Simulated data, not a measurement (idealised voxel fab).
The process module that follows is named voxel trench capacitor.
Shown is cross-section cut, with a width of 235 nm and square cells of size 5 nm.
Reading order for cross-sections: top band down to bottom band. Underlying form: a grid of square cells. Band size: one or more rows of cells.
What a band's entry tells you: where the top is and where the bottom is, as heights in nm, and after that what lies inside, material by material from left to right, each with its width in nm. Empty space is written as the word "empty", and a single material marked with the word "throughout" occupies the band from edge to edge.
The reference from which all heights are counted is 0, the level beneath which the as-received wafer is entirely one material; the lowest band, having no lower bound, proceeds downward and is written after the example "0 down".
A width given as "30->40" starts at the first number in the band's top row and ends at the second number in its bottom row, shifting by an equal amount at every step from row to row.
The designation "remained unchanged", where it is given for a processing step, indicates that no cell of the cross-section was altered in the course of that step.
"Voids, sealed" lists enclosed empty spaces (at least 8 cells, no open path upward to the top), each as width x height at distance from the left edge, in nm.
Where a step's line continues beyond its settings, the continuation is a remark by the simulator itself on that step.
When a step includes a mask, the "overlay nm" setting on its line states how far to the right of its planned place that mask lay, and negative values state how far to the left.
# Here's what the planned process steps look like
1. RECEIVE with material Si
2. CONFORMAL_DEP with material SiN, thk nm 10
3. MASKED_ETCH with tone open, mask id TRENCH, width nm 15, pitch nm 45, etch materials SiN, depth nm 10, overlay nm 0
4. MASKED_ETCH with tone open, mask id TRENCH, width nm 15, pitch nm 45, etch materials Si, depth nm 25, overlay nm 0
5. CONFORMAL_DEP with material SiO2, thk nm 5
6. FILL_DEP with material polySi, thk nm 5
7. CMP with height nm 10
Wafers differ in width nm at step 3; plan lists the first wafer's value; identical starting state.
# Incoming state of the first of several wafers in cross-section: after step 1
- 0 down | Si throughout
- Voids, sealed: none
# Where each wafer stands at the end of the module, a row apiece: cells of each material gained (+) or lost (-) since it was received, then closed voids
width nm 15 | -30 Si | +82 SiN | +30 SiO2 | +12 polySi | Voids, sealed: none
width nm 20 | -30 Si | +78 SiN | +32 SiO2 | +14 polySi | Voids, sealed: none
width nm 25 | -30 Si | +74 SiN | +34 SiO2 | +16 polySi | Voids, sealed: none
width nm 30 | -30 Si | +70 SiN | +36 SiO2 | +18 polySi | Voids, sealed: none
